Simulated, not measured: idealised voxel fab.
The process module that follows is named voxel self aligned vias.
Square cell edge 5 nm, section width 255 nm, ID cut.
Reading order for cross-sections: top band down to bottom band. Underlying form: a grid of square cells. Band size: one or more rows of cells.
Heads up on the band format: heights come first, top then bottom, in nm. After that it's the materials left to right, each with its width in nm. A single material flagged "all across" fills the whole band edge to edge, and "blank" means there's empty space there.
Zero point of the height axis is 0; under it, received wafer = one material. Lowest band: continues down indefinitely, "0 and below".
The width entry "30 to 40" should be interpreted row by row: the top row of cells in the band takes the first number, the bottom row takes the second number, and the change between adjacent rows is uniform throughout.
"no alteration" after a step means that no cell of the cross-section changed.
In "Entrapped void list" the enclosed voids are listed, meaning empty spaces of 8 cells or larger without any opening to the top. The form is width x height at distance, distance from the left edge, units nm.
Text after the settings on a step's line: the simulator's own remark on that step.
Among the settings permitted on a step's line is "overlay nm"; applied to a step with a mask, it specifies the extent to which the mask lay to the right of its planned position, whereas a negative figure signifies a position to the left.
From here on the document is pairs. In a pair, the cross-section before one process step comes with the cross-section after it, and the latter goes no deeper than the lowest band that changed. What lies in between, the step and its settings, is written under the pair. A pair may be from a different run of this module on the same starting wafer than the pair above it, so it continues from that pair only where its entry headed "Prior state" says so.

Prior state
* 0 and below  Si all across
* Entrapped void list: none

Post-Process Section
* 10 down to 0  SiO2 all across
* Below 0 it's all the same as before, nothing changed down there.
* Entrapped void list: none
Which operation lies between the before and after views above? op CONFORMAL_DEP | material SiO2 | thk nm 10

Prior state: Please consult the pair immediately above; the cross-section it shows after its step is the state before this step.

Post-Process Section
* 15 down to 10  SiCN all across
* Below 10 it's all the same as before, nothing changed down there.
* Entrapped void list: none
Which operation lies between the before and after views above? op CONFORMAL_DEP | material SiCN | thk nm 5

Prior state: Please consult the pair immediately above; the cross-section it shows after its step is the state before this step.

Post-Process Section
* 40 down to 15  SiO2 all across
* Below 15 it's all the same as before, nothing changed down there.
* Entrapped void list: none
Which operation lies between the before and after views above? op DIRECTIONAL_DEP | material SiO2 | thk nm 25

Prior state: Please consult the pair immediately above; the cross-section it shows after its step is the state before this step.

Post-Process Section
* 55 down to 40  aC all across
* Below 40 it's all the same as before, nothing changed down there.
* Entrapped void list: none
Which operation lies between the before and after views above? op DIRECTIONAL_DEP | material aC | thk nm 15

Prior state: Please consult the pair immediately above; the cross-section it shows after its step is the state before this step.

Post-Process Section
* 85 down to 55  40 nm resist / 25 nm blank / 50 nm resist / 25 nm blank / 50 nm resist / 25 nm blank / 40 nm resist
* Below 55 it's all the same as before, nothing changed down there.
* Entrapped void list: none
Which operation lies between the before and after views above? op PATTERN | tone open | mask id LINES | material resist | width nm 25 | pitch nm 75 | thk nm 30 | overlay nm 0

Prior state: Please consult the pair immediately above; the cross-section it shows after its step is the state before this step.

Post-Process Section
* 70 down to 55  40 nm resist / 25 nm blank / 50 nm resist / 25 nm blank / 50 nm resist / 25 nm blank / 40 nm resist
* 55 down to 40  40 nm aC / 25 nm blank / 50 nm aC / 25 nm blank / 50 nm aC / 25 nm blank / 40 nm aC
* Below 40 it's all the same as before, nothing changed down there.
* Entrapped void list: none
Which operation lies between the before and after views above? op DIRECTIONAL_ETCH | etch materials aC | depth nm 15

Prior state: Please consult the pair immediately above; the cross-section it shows after its step is the state before this step.

Post-Process Section
* 55 down to 40  40 nm aC / 25 nm blank / 50 nm aC / 25 nm blank / 50 nm aC / 25 nm blank / 40 nm aC
* Below 40 it's all the same as before, nothing changed down there.
* Entrapped void list: none
Which operation lies between the before and after views above? op STRIP | etch materials resist

Prior state: Please consult the pair immediately above; the cross-section it shows after its step is the state before this step.

Post-Process Section
* 55 down to 40  40 nm aC / 25 nm blank / 50 nm aC / 25 nm blank / 50 nm aC / 25 nm blank / 40 nm aC
* 40 down to 15  40 nm SiO2 / 25 nm blank / 50 nm SiO2 / 25 nm blank / 50 nm SiO2 / 25 nm blank / 40 nm SiO2
* Below 15 it's all the same as before, nothing changed down there.
* Entrapped void list: none
Which operation lies between the before and after views above? op DIRECTIONAL_ETCH | etch materials SiO2 | depth nm 25

Prior state: Please consult the pair immediately above; the cross-section it shows after its step is the state before this step.

Post-Process Section
* 40 down to 15  40 nm SiO2 / 25 nm blank / 50 nm SiO2 / 25 nm blank / 50 nm SiO2 / 25 nm blank / 40 nm SiO2
* Below 15 it's all the same as before, nothing changed down there.
* Entrapped void list: none
Which operation lies between the before and after views above? op STRIP | etch materials aC

Prior state: Please consult the pair immediately above; the cross-section it shows after its step is the state before this step.

Post-Process Section
* 45 down to 40  45 nm TiN / 15 nm blank / 60 nm TiN / 15 nm blank / 60 nm TiN / 15 nm blank / 45 nm TiN
* 40 down to 20  40 nm SiO2 / 5 nm TiN / 15 nm blank / 5 nm TiN / 50 nm SiO2 / 5 nm TiN / 15 nm blank / 5 nm TiN / 50 nm SiO2 / 5 nm TiN / 15 nm blank / 5 nm TiN / 40 nm SiO2
* 20 down to 15  40 nm SiO2 / 25 nm TiN / 50 nm SiO2 / 25 nm TiN / 50 nm SiO2 / 25 nm TiN / 40 nm SiO2
* Below 15 it's all the same as before, nothing changed down there.
* Entrapped void list: none
Which operation lies between the before and after views above? op CONFORMAL_DEP | material TiN | thk nm 5

Prior state: Please consult the pair immediately above; the cross-section it shows after its step is the state before this step.

Post-Process Section
* 50 down to 45  Ru all across
* 45 down to 40  45 nm TiN / 15 nm Ru / 60 nm TiN / 15 nm Ru / 60 nm TiN / 15 nm Ru / 45 nm TiN
* 40 down to 20  40 nm SiO2 / 5 nm TiN / 15 nm Ru / 5 nm TiN / 50 nm SiO2 / 5 nm TiN / 15 nm Ru / 5 nm TiN / 50 nm SiO2 / 5 nm TiN / 15 nm Ru / 5 nm TiN / 40 nm SiO2
* Below 20 it's all the same as before, nothing changed down there.
* Entrapped void list: none
Which operation lies between the before and after views above? op FILL_DEP | material Ru | thk nm 5

Prior state: Please consult the pair immediately above; the cross-section it shows after its step is the state before this step.

Post-Process Section
* 40 down to 20  40 nm SiO2 / 5 nm TiN / 15 nm Ru / 5 nm TiN / 50 nm SiO2 / 5 nm TiN / 15 nm Ru / 5 nm TiN / 50 nm SiO2 / 5 nm TiN / 15 nm Ru / 5 nm TiN / 40 nm SiO2
* Below 20 it's all the same as before, nothing changed down there.
* Entrapped void list: none
Which operation lies between the before and after views above? op CMP | height nm 40

Prior state: Please consult the pair immediately above; the cross-section it shows after its step is the state before this step.

Post-Process Section
* 40 down to 30  40 nm SiO2 / 25 nm blank / 50 nm SiO2 / 25 nm blank / 50 nm SiO2 / 25 nm blank / 40 nm SiO2
* Below 30 it's all the same as before, nothing changed down there.
* Entrapped void list: none
Which operation lies between the before and after views above? op SELECTIVE_ETCH | etch materials W Ru TiN | depth nm 10

Prior state: Please consult the pair immediately above; the cross-section it shows after its step is the state before this step.

Post-Process Section
* 45 down to 40  SiN all across
* 40 down to 30  40 nm SiO2 / 25 nm SiN / 50 nm SiO2 / 25 nm SiN / 50 nm SiO2 / 25 nm SiN / 40 nm SiO2
* Below 30 it's all the same as before, nothing changed down there.
* Entrapped void list: none
Which operation lies between the before and after views above? op FILL_DEP | material SiN | thk nm 5

Prior state: Please consult the pair immediately above; the cross-section it shows after its step is the state before this step.

Post-Process Section
* 40 down to 30  40 nm SiO2 / 25 nm SiN / 50 nm SiO2 / 25 nm SiN / 50 nm SiO2 / 25 nm SiN / 40 nm SiO2
* Below 30 it's all the same as before, nothing changed down there.
* Entrapped void list: none
Which operation lies between the before and after views above? op CMP | height nm 40

Prior state: Please consult the pair immediately above; the cross-section it shows after its step is the state before this step.

Post-Process Section
* 55 down to 40  SiO2 all across
* Below 40 it's all the same as before, nothing changed down there.
* Entrapped void list: none
Which operation lies between the before and after views above? op DIRECTIONAL_DEP | material SiO2 | thk nm 15

Prior state: Please consult the pair immediately above; the cross-section it shows after its step is the state before this step.

Post-Process Section
* 70 down to 55  30 nm resist / 45 nm blank / 105 nm resist / 45 nm blank / 30 nm resist
* Below 55 it's all the same as before, nothing changed down there.
* Entrapped void list: none
Which operation lies between the before and after views above? op PATTERN | tone open | mask id VIAS | material resist | width nm 45 | pitch nm 150 | thk nm 15 | overlay nm 0

Prior state: Please consult the pair immediately above; the cross-section it shows after its step is the state before this step.

Post-Process Section
* 70 down to 55  30 nm resist / 45 nm blank / 105 nm resist / 45 nm blank / 30 nm resist
* 55 down to 40  30 nm SiO2 / 45 nm blank / 105 nm SiO2 / 45 nm blank / 30 nm SiO2
* Below 40 it's all the same as before, nothing changed down there.
* Entrapped void list: none
Which operation lies between the before and after views above? op DIRECTIONAL_ETCH | etch materials SiO2 | depth nm 15

Prior state: Please consult the pair immediately above; the cross-section it shows after its step is the state before this step.

Post-Process Section
* 70 down to 55  30 nm resist / 45 nm blank / 105 nm resist / 45 nm blank / 30 nm resist
* 55 down to 40  30 nm SiO2 / 45 nm blank / 105 nm SiO2 / 45 nm blank / 30 nm SiO2
* 40 down to 30  40 nm SiO2 / 25 nm blank / 50 nm SiO2 / 25 nm SiN / 50 nm SiO2 / 25 nm blank / 40 nm SiO2
* Below 30 it's all the same as before, nothing changed down there.
* Entrapped void list: none
Which operation lies between the before and after views above? op DIRECTIONAL_ETCH | etch materials SiN | depth nm 10

Prior state: Please consult the pair immediately above; the cross-section it shows after its step is the state before this step.

Post-Process Section
* 55 down to 40  30 nm SiO2 / 45 nm blank / 105 nm SiO2 / 45 nm blank / 30 nm SiO2
* Below 40 it's all the same as before, nothing changed down there.
* Entrapped void list: none
Which operation lies between the before and after views above? op STRIP | etch materials resist

Prior state: Please consult the pair immediately above; the cross-section it shows after its step is the state before this step.

Post-Process Section
* 60 down to 55  35 nm TiN / 35 nm blank / 115 nm TiN / 35 nm blank / 35 nm TiN
* 55 down to 45  30 nm SiO2 / 5 nm TiN / 35 nm blank / 5 nm TiN / 105 nm SiO2 / 5 nm TiN / 35 nm blank / 5 nm TiN / 30 nm SiO2
* 45 down to 40  30 nm SiO2 / 15 nm TiN / 15 nm blank / 15 nm TiN / 105 nm SiO2 / 15 nm TiN / 15 nm blank / 15 nm TiN / 30 nm SiO2
* 40 down to 35  40 nm SiO2 / 5 nm TiN / 15 nm blank / 5 nm TiN / 50 nm SiO2 / 25 nm SiN / 50 nm SiO2 / 5 nm TiN / 15 nm blank / 5 nm TiN / 40 nm SiO2
* 35 down to 30  40 nm SiO2 / 25 nm TiN / 50 nm SiO2 / 25 nm SiN / 50 nm SiO2 / 25 nm TiN / 40 nm SiO2
* Below 30 it's all the same as before, nothing changed down there.
* Entrapped void list: none
Which operation lies between the before and after views above? op CONFORMAL_DEP | material TiN | thk nm 5

Prior state: Please consult the pair immediately above; the cross-section it shows after its step is the state before this step.

Post-Process Section
* 70 down to 60  Cu all across
* 60 down to 55  35 nm TiN / 35 nm Cu / 115 nm TiN / 35 nm Cu / 35 nm TiN
* 55 down to 45  30 nm SiO2 / 5 nm TiN / 35 nm Cu / 5 nm TiN / 105 nm SiO2 / 5 nm TiN / 35 nm Cu / 5 nm TiN / 30 nm SiO2
* 45 down to 40  30 nm SiO2 / 15 nm TiN / 15 nm Cu / 15 nm TiN / 105 nm SiO2 / 15 nm TiN / 15 nm Cu / 15 nm TiN / 30 nm SiO2
* 40 down to 35  40 nm SiO2 / 5 nm TiN / 15 nm Cu / 5 nm TiN / 50 nm SiO2 / 25 nm SiN / 50 nm SiO2 / 5 nm TiN / 15 nm Cu / 5 nm TiN / 40 nm SiO2
* Below 35 it's all the same as before, nothing changed down there.
* Entrapped void list: none
Which operation lies between the before and after views above? op FILL_DEP | material Cu | thk nm 10

Prior state: Please consult the pair immediately above; the cross-section it shows after its step is the state before this step.

Post-Process Section
* 55 down to 45  30 nm SiO2 / 5 nm TiN / 35 nm Cu / 5 nm TiN / 105 nm SiO2 / 5 nm TiN / 35 nm Cu / 5 nm TiN / 30 nm SiO2
* Below 45 it's all the same as before, nothing changed down there.
* Entrapped void list: none
Which operation lies between the before and after views above? op CMP | height nm 55

Prior state: Please consult the pair immediately above; the cross-section it shows after its step is the state before this step.

Post-Process Section
* 60 down to 55  SiN all across
* Below 55 it's all the same as before, nothing changed down there.
* Entrapped void list: none
Which operation lies between the before and after views above? op CONFORMAL_DEP | material SiN | thk nm 5

Prior state
* 10 down to 0  SiO2 all across
* 0 and below  Si all across
* Entrapped void list: none

Post-Process Section
* 35 down to 0  SiO2 all across
* Below 0 it's all the same as before, nothing changed down there.
* Entrapped void list: none
Which operation lies between the before and after views above? op DIRECTIONAL_DEP | material SiO2 | thk nm 25

Prior state: Please consult the pair immediately above; the cross-section it shows after its step is the state before this step.

Post-Process Section
* 50 down to 35  aC all across
* Below 35 it's all the same as before, nothing changed down there.
* Entrapped void list: none
Which operation lies between the before and after views above? op DIRECTIONAL_DEP | material aC | thk nm 15

Prior state: Please consult the pair immediately above; the cross-section it shows after its step is the state before this step.

Post-Process Section
* 80 down to 50  40 nm resist / 25 nm blank / 50 nm resist / 25 nm blank / 50 nm resist / 25 nm blank / 40 nm resist
* Below 50 it's all the same as before, nothing changed down there.
* Entrapped void list: none
Which operation lies between the before and after views above? op PATTERN | tone open | mask id LINES | material resist | width nm 25 | pitch nm 75 | thk nm 30 | overlay nm 0

Prior state: Please consult the pair immediately above; the cross-section it shows after its step is the state before this step.

Post-Process Section
* 65 down to 50  40 nm resist / 25 nm blank / 50 nm resist / 25 nm blank / 50 nm resist / 25 nm blank / 40 nm resist
* 50 down to 35  40 nm aC / 25 nm blank / 50 nm aC / 25 nm blank / 50 nm aC / 25 nm blank / 40 nm aC
* Below 35 it's all the same as before, nothing changed down there.
* Entrapped void list: none
Which operation lies between the before and after views above? op DIRECTIONAL_ETCH | etch materials aC | depth nm 15

Prior state: Please consult the pair immediately above; the cross-section it shows after its step is the state before this step.

Post-Process Section
* 50 down to 35  40 nm aC / 25 nm blank / 50 nm aC / 25 nm blank / 50 nm aC / 25 nm blank / 40 nm aC
* Below 35 it's all the same as before, nothing changed down there.
* Entrapped void list: none
Which operation lies between the before and after views above? op STRIP | etch materials resist

Prior state: Please consult the pair immediately above; the cross-section it shows after its step is the state before this step.

Post-Process Section
* 50 down to 35  40 nm aC / 25 nm blank / 50 nm aC / 25 nm blank / 50 nm aC / 25 nm blank / 40 nm aC
* 35 down to 10  40 nm SiO2 / 25 nm blank / 50 nm SiO2 / 25 nm blank / 50 nm SiO2 / 25 nm blank / 40 nm SiO2
* Below 10 it's all the same as before, nothing changed down there.
* Entrapped void list: none
Which operation lies between the before and after views above? op DIRECTIONAL_ETCH | etch materials SiO2 | depth nm 25

Prior state: Please consult the pair immediately above; the cross-section it shows after its step is the state before this step.

Post-Process Section
* 35 down to 10  40 nm SiO2 / 25 nm blank / 50 nm SiO2 / 25 nm blank / 50 nm SiO2 / 25 nm blank / 40 nm SiO2
* Below 10 it's all the same as before, nothing changed down there.
* Entrapped void list: none
Which operation lies between the before and after views above? op STRIP | etch materials aC

Prior state: Please consult the pair immediately above; the cross-section it shows after its step is the state before this step.

Post-Process Section
* 40 down to 35  45 nm TiN / 15 nm blank / 60 nm TiN / 15 nm blank / 60 nm TiN / 15 nm blank / 45 nm TiN
* 35 down to 15  40 nm SiO2 / 5 nm TiN / 15 nm blank / 5 nm TiN / 50 nm SiO2 / 5 nm TiN / 15 nm blank / 5 nm TiN / 50 nm SiO2 / 5 nm TiN / 15 nm blank / 5 nm TiN / 40 nm SiO2
* 15 down to 10  40 nm SiO2 / 25 nm TiN / 50 nm SiO2 / 25 nm TiN / 50 nm SiO2 / 25 nm TiN / 40 nm SiO2
* Below 10 it's all the same as before, nothing changed down there.
* Entrapped void list: none
Which operation lies between the before and after views above? op CONFORMAL_DEP | material TiN | thk nm 5

Prior state: Please consult the pair immediately above; the cross-section it shows after its step is the state before this step.

Post-Process Section
* 45 down to 40  Ru all across
* 40 down to 35  45 nm TiN / 15 nm Ru / 60 nm TiN / 15 nm Ru / 60 nm TiN / 15 nm Ru / 45 nm TiN
* 35 down to 15  40 nm SiO2 / 5 nm TiN / 15 nm Ru / 5 nm TiN / 50 nm SiO2 / 5 nm TiN / 15 nm Ru / 5 nm TiN / 50 nm SiO2 / 5 nm TiN / 15 nm Ru / 5 nm TiN / 40 nm SiO2
* Below 15 it's all the same as before, nothing changed down there.
* Entrapped void list: none
Which operation lies between the before and after views above? op FILL_DEP | material Ru | thk nm 5

Prior state: Please consult the pair immediately above; the cross-section it shows after its step is the state before this step.

Post-Process Section
* 40 down to 35  45 nm TiN / 15 nm Ru / 60 nm TiN / 15 nm Ru / 60 nm TiN / 15 nm Ru / 45 nm TiN
* Below 35 it's all the same as before, nothing changed down there.
* Entrapped void list: none
Which operation lies between the before and after views above? op CMP | height nm 40

Prior state: Please consult the pair immediately above; the cross-section it shows after its step is the state before this step.

Post-Process Section
* 35 down to 30  40 nm SiO2 / 25 nm blank / 50 nm SiO2 / 25 nm blank / 50 nm SiO2 / 25 nm blank / 40 nm SiO2
* Below 30 it's all the same as before, nothing changed down there.
* Entrapped void list: none
Which operation lies between the before and after views above? op SELECTIVE_ETCH | etch materials W Ru TiN | depth nm 10

Prior state: Please consult the pair immediately above; the cross-section it shows after its step is the state before this step.

Post-Process Section
* 40 down to 35  SiN all across
* 35 down to 30  40 nm SiO2 / 25 nm SiN / 50 nm SiO2 / 25 nm SiN / 50 nm SiO2 / 25 nm SiN / 40 nm SiO2
* Below 30 it's all the same as before, nothing changed down there.
* Entrapped void list: none
Which operation lies between the before and after views above? op FILL_DEP | material SiN | thk nm 5

Prior state: Please consult the pair immediately above; the cross-section it shows after its step is the state before this step.

Post-Process Section
* 55 down to 40  SiO2 all across
* Below 40 it's all the same as before, nothing changed down there.
* Entrapped void list: none
Which operation lies between the before and after views above? op DIRECTIONAL_DEP | material SiO2 | thk nm 15

Prior state: Please consult the pair immediately above; the cross-section it shows after its step is the state before this step.

Post-Process Section
* 70 down to 55  30 nm resist / 45 nm blank / 105 nm resist / 45 nm blank / 30 nm resist
* Below 55 it's all the same as before, nothing changed down there.
* Entrapped void list: none
Which operation lies between the before and after views above? op PATTERN | tone open | mask id VIAS | material resist | width nm 45 | pitch nm 150 | thk nm 15 | overlay nm 0

Prior state: Please consult the pair immediately above; the cross-section it shows after its step is the state before this step.

Post-Process Section
* 70 down to 55  30 nm resist / 45 nm blank / 105 nm resist / 45 nm blank / 30 nm resist
* 55 down to 40  30 nm SiO2 / 45 nm blank / 105 nm SiO2 / 45 nm blank / 30 nm SiO2
* Below 40 it's all the same as before, nothing changed down there.
* Entrapped void list: none
Which operation lies between the before and after views above? op DIRECTIONAL_ETCH | etch materials SiO2 | depth nm 15

Prior state: Please consult the pair immediately above; the cross-section it shows after its step is the state before this step.

Post-Process Section
* 70 down to 55  30 nm resist / 45 nm blank / 105 nm resist / 45 nm blank / 30 nm resist
* 55 down to 40  30 nm SiO2 / 45 nm blank / 105 nm SiO2 / 45 nm blank / 30 nm SiO2
* 40 down to 35  30 nm SiN / 45 nm blank / 105 nm SiN / 45 nm blank / 30 nm SiN
* 35 down to 30  40 nm SiO2 / 25 nm blank / 50 nm SiO2 / 25 nm SiN / 50 nm SiO2 / 25 nm blank / 40 nm SiO2
* Below 30 it's all the same as before, nothing changed down there.
* Entrapped void list: none
Which operation lies between the before and after views above? op DIRECTIONAL_ETCH | etch materials SiN | depth nm 10

Prior state: Please consult the pair immediately above; the cross-section it shows after its step is the state before this step.

Post-Process Section
* 55 down to 40  30 nm SiO2 / 45 nm blank / 105 nm SiO2 / 45 nm blank / 30 nm SiO2
* Below 40 it's all the same as before, nothing changed down there.
* Entrapped void list: none
Which operation lies between the before and after views above? op STRIP | etch materials resist

Prior state: Please consult the pair immediately above; the cross-section it shows after its step is the state before this step.

Post-Process Section
* 60 down to 55  35 nm TiN / 35 nm blank / 115 nm TiN / 35 nm blank / 35 nm TiN
* 55 down to 40  30 nm SiO2 / 5 nm TiN / 35 nm blank / 5 nm TiN / 105 nm SiO2 / 5 nm TiN / 35 nm blank / 5 nm TiN / 30 nm SiO2
* 40 down to 35  30 nm SiN / 15 nm TiN / 15 nm blank / 15 nm TiN / 105 nm SiN / 15 nm TiN / 15 nm blank / 15 nm TiN / 30 nm SiN
* 35 down to 30  40 nm SiO2 / 25 nm TiN / 50 nm SiO2 / 25 nm SiN / 50 nm SiO2 / 25 nm TiN / 40 nm SiO2
* Below 30 it's all the same as before, nothing changed down there.
* Entrapped void list: none
Which operation lies between the before and after views above? op CONFORMAL_DEP | material TiN | thk nm 5

Prior state: Please consult the pair immediately above; the cross-section it shows after its step is the state before this step.

Post-Process Section
* 70 down to 60  Cu all across
* 60 down to 55  35 nm TiN / 35 nm Cu / 115 nm TiN / 35 nm Cu / 35 nm TiN
* 55 down to 40  30 nm SiO2 / 5 nm TiN / 35 nm Cu / 5 nm TiN / 105 nm SiO2 / 5 nm TiN / 35 nm Cu / 5 nm TiN / 30 nm SiO2
* 40 down to 35  30 nm SiN / 15 nm TiN / 15 nm Cu / 15 nm TiN / 105 nm SiN / 15 nm TiN / 15 nm Cu / 15 nm TiN / 30 nm SiN
* Below 35 it's all the same as before, nothing changed down there.
* Entrapped void list: none
Which operation lies between the before and after views above? op FILL_DEP | material Cu | thk nm 10

Prior state: Please consult the pair immediately above; the cross-section it shows after its step is the state before this step.

Post-Process Section
* 55 down to 40  30 nm SiO2 / 5 nm TiN / 35 nm Cu / 5 nm TiN / 105 nm SiO2 / 5 nm TiN / 35 nm Cu / 5 nm TiN / 30 nm SiO2
* Below 40 it's all the same as before, nothing changed down there.
* Entrapped void list: none
Which operation lies between the before and after views above? op CMP | height nm 55

Prior state: Please consult the pair immediately above; the cross-section it shows after its step is the state before this step.

Post-Process Section
* 60 down to 55  SiN all across
* Below 55 it's all the same as before, nothing changed down there.
* Entrapped void list: none
Which operation lies between the before and after views above? op CONFORMAL_DEP | material SiN | thk nm 5

Prior state
* 70 down to 55  30 nm resist / 45 nm blank / 105 nm resist / 45 nm blank / 30 nm resist
* 55 down to 40  30 nm SiO2 / 45 nm blank / 105 nm SiO2 / 45 nm blank / 30 nm SiO2
* 40 down to 30  40 nm SiO2 / 25 nm SiN / 50 nm SiO2 / 25 nm SiN / 50 nm SiO2 / 25 nm SiN / 40 nm SiO2
* 30 down to 20  40 nm SiO2 / 5 nm TiN / 15 nm Ru / 5 nm TiN / 50 nm SiO2 / 5 nm TiN / 15 nm Ru / 5 nm TiN / 50 nm SiO2 / 5 nm TiN / 15 nm Ru / 5 nm TiN / 40 nm SiO2
* 20 down to 15  40 nm SiO2 / 25 nm TiN / 50 nm SiO2 / 25 nm TiN / 50 nm SiO2 / 25 nm TiN / 40 nm SiO2
* 15 down to 10  SiCN all across
* 10 down to 0  SiO2 all across
* 0 and below  Si all across
* Entrapped void list: none

Post-Process Section
* 70 down to 55  30 nm resist / 45 nm blank / 105 nm resist / 45 nm blank / 30 nm resist
* 55 down to 40  30 nm SiO2 / 45 nm blank / 105 nm SiO2 / 45 nm blank / 30 nm SiO2
* 40 down to 30  30 nm SiO2 / 10 nm blank / 25 nm SiN / 10 nm blank / 40 nm SiO2 / 25 nm SiN / 40 nm SiO2 / 10 nm blank / 25 nm SiN / 10 nm blank / 30 nm SiO2
* 30 down to 25  30 nm SiO2 / 10 nm blank / 5 nm TiN / 15 nm Ru / 5 nm TiN / 10 nm blank / 40 nm SiO2 / 5 nm TiN / 15 nm Ru / 5 nm TiN / 40 nm SiO2 / 10 nm blank / 5 nm TiN / 15 nm Ru / 5 nm TiN / 10 nm blank / 30 nm SiO2
* Below 25 it's all the same as before, nothing changed down there.
* Entrapped void list: none
Which operation lies between the before and after views above? op DIRECTIONAL_ETCH | etch materials SiO2 | depth nm 15

Prior state: Please consult the pair immediately above; the cross-section it shows after its step is the state before this step.

Post-Process Section
* 70 down to 55  30 nm resist / 45 nm blank / 105 nm resist / 45 nm blank / 30 nm resist
* 55 down to 40  30 nm SiO2 / 45 nm blank / 105 nm SiO2 / 45 nm blank / 30 nm SiO2
* 40 down to 30  30 nm SiO2 / 45 nm blank / 40 nm SiO2 / 25 nm SiN / 40 nm SiO2 / 45 nm blank / 30 nm SiO2
* Below 30 it's all the same as before, nothing changed down there.
* Entrapped void list: none
Which operation lies between the before and after views above? op DIRECTIONAL_ETCH | etch materials SiN | depth nm 10

Prior state: Please consult the pair immediately above; the cross-section it shows after its step is the state before this step.

Post-Process Section
* 55 down to 40  30 nm SiO2 / 45 nm blank / 105 nm SiO2 / 45 nm blank / 30 nm SiO2
* Below 40 it's all the same as before, nothing changed down there.
* Entrapped void list: none
Which operation lies between the before and after views above? op STRIP | etch materials resist

Prior state: Please consult the pair immediately above; the cross-section it shows after its step is the state before this step.

Post-Process Section
* 60 down to 55  35 nm TiN / 35 nm blank / 115 nm TiN / 35 nm blank / 35 nm TiN
* 55 down to 40  30 nm SiO2 / 5 nm TiN / 35 nm blank / 5 nm TiN / 105 nm SiO2 / 5 nm TiN / 35 nm blank / 5 nm TiN / 30 nm SiO2
* 40 down to 35  30 nm SiO2 / 5 nm TiN / 35 nm blank / 5 nm TiN / 40 nm SiO2 / 25 nm SiN / 40 nm SiO2 / 5 nm TiN / 35 nm blank / 5 nm TiN / 30 nm SiO2
* 35 down to 30  30 nm SiO2 / 45 nm TiN / 40 nm SiO2 / 25 nm SiN / 40 nm SiO2 / 45 nm TiN / 30 nm SiO2
* 30 down to 20  30 to 40 nm SiO2 / 15 to 5 nm TiN / 15 nm Ru / 15 to 5 nm TiN / 40 to 50 nm SiO2 / 5 nm TiN / 15 nm Ru / 5 nm TiN / 40 to 50 nm SiO2 / 15 to 5 nm TiN / 15 nm Ru / 15 to 5 nm TiN / 30 to 40 nm SiO2
* Below 20 it's all the same as before, nothing changed down there.
* Entrapped void list: none
Which operation lies between the before and after views above? op CONFORMAL_DEP | material TiN | thk nm 5

Prior state: Please consult the pair immediately above; the cross-section it shows after its step is the state before this step.

Post-Process Section
* 70 down to 60  Cu all across
* 60 down to 55  35 nm TiN / 35 nm Cu / 115 nm TiN / 35 nm Cu / 35 nm TiN
* 55 down to 40  30 nm SiO2 / 5 nm TiN / 35 nm Cu / 5 nm TiN / 105 nm SiO2 / 5 nm TiN / 35 nm Cu / 5 nm TiN / 30 nm SiO2
* 40 down to 35  30 nm SiO2 / 5 nm TiN / 35 nm Cu / 5 nm TiN / 40 nm SiO2 / 25 nm SiN / 40 nm SiO2 / 5 nm TiN / 35 nm Cu / 5 nm TiN / 30 nm SiO2
* Below 35 it's all the same as before, nothing changed down there.
* Entrapped void list: none
Which operation lies between the before and after views above? op FILL_DEP | material Cu | thk nm 10

Prior state: Please consult the pair immediately above; the cross-section it shows after its step is the state before this step.

Post-Process Section
* 55 down to 40  30 nm SiO2 / 5 nm TiN / 35 nm Cu / 5 nm TiN / 105 nm SiO2 / 5 nm TiN / 35 nm Cu / 5 nm TiN / 30 nm SiO2
* Below 40 it's all the same as before, nothing changed down there.
* Entrapped void list: none
Which operation lies between the before and after views above? op CMP | height nm 55

Prior state: Please consult the pair immediately above; the cross-section it shows after its step is the state before this step.

Post-Process Section
* 60 down to 55  SiN all across
* Below 55 it's all the same as before, nothing changed down there.
* Entrapped void list: none
Which operation lies between the before and after views above? op CONFORMAL_DEP | material SiN | thk nm 5

Prior state
* 0 and below  Si all across
* Entrapped void list: none

Post-Process Section
* 5 down to 0  SiCN all across
* Below 0 it's all the same as before, nothing changed down there.
* Entrapped void list: none
Which operation lies between the before and after views above? op CONFORMAL_DEP | material SiCN | thk nm 5

Prior state: Please consult the pair immediately above; the cross-section it shows after its step is the state before this step.

Post-Process Section
* 15 down to 5  SiO2 all across
* Below 5 it's all the same as before, nothing changed down there.
* Entrapped void list: none
Which operation lies between the before and after views above? op CONFORMAL_DEP | material SiO2 | thk nm 10

Prior state: Please consult the pair immediately above; the cross-section it shows after its step is the state before this step.

Post-Process Section
* 40 down to 5  SiO2 all across
* Below 5 it's all the same as before, nothing changed down there.
* Entrapped void list: none
Which operation lies between the before and after views above? op DIRECTIONAL_DEP | material SiO2 | thk nm 25

Prior state: Please consult the pair immediately above; the cross-section it shows after its step is the state before this step.

Post-Process Section
* 55 down to 40  aC all across
* Below 40 it's all the same as before, nothing changed down there.
* Entrapped void list: none
Which operation lies between the before and after views above? op DIRECTIONAL_DEP | material aC | thk nm 15

Prior state: Please consult the pair immediately above; the cross-section it shows after its step is the state before this step.

Post-Process Section
* 85 down to 55  40 nm resist / 25 nm blank / 50 nm resist / 25 nm blank / 50 nm resist / 25 nm blank / 40 nm resist
* Below 55 it's all the same as before, nothing changed down there.
* Entrapped void list: none
Which operation lies between the before and after views above? op PATTERN | tone open | mask id LINES | material resist | width nm 25 | pitch nm 75 | thk nm 30 | overlay nm 0

Prior state: Please consult the pair immediately above; the cross-section it shows after its step is the state before this step.

Post-Process Section
* 70 down to 55  40 nm resist / 25 nm blank / 50 nm resist / 25 nm blank / 50 nm resist / 25 nm blank / 40 nm resist
* 55 down to 40  40 nm aC / 25 nm blank / 50 nm aC / 25 nm blank / 50 nm aC / 25 nm blank / 40 nm aC
* Below 40 it's all the same as before, nothing changed down there.
* Entrapped void list: none
Which operation lies between the before and after views above? op DIRECTIONAL_ETCH | etch materials aC | depth nm 15

Prior state: Please consult the pair immediately above; the cross-section it shows after its step is the state before this step.

Post-Process Section
* 55 down to 40  40 nm aC / 25 nm blank / 50 nm aC / 25 nm blank / 50 nm aC / 25 nm blank / 40 nm aC
* Below 40 it's all the same as before, nothing changed down there.
* Entrapped void list: none
Which operation lies between the before and after views above? op STRIP | etch materials resist

Prior state: Please consult the pair immediately above; the cross-section it shows after its step is the state before this step.

Post-Process Section
* 55 down to 40  40 nm aC / 25 nm blank / 50 nm aC / 25 nm blank / 50 nm aC / 25 nm blank / 40 nm aC
* 40 down to 15  40 nm SiO2 / 25 nm blank / 50 nm SiO2 / 25 nm blank / 50 nm SiO2 / 25 nm blank / 40 nm SiO2
* Below 15 it's all the same as before, nothing changed down there.
* Entrapped void list: none
Which operation lies between the before and after views above? op DIRECTIONAL_ETCH | etch materials SiO2 | depth nm 25
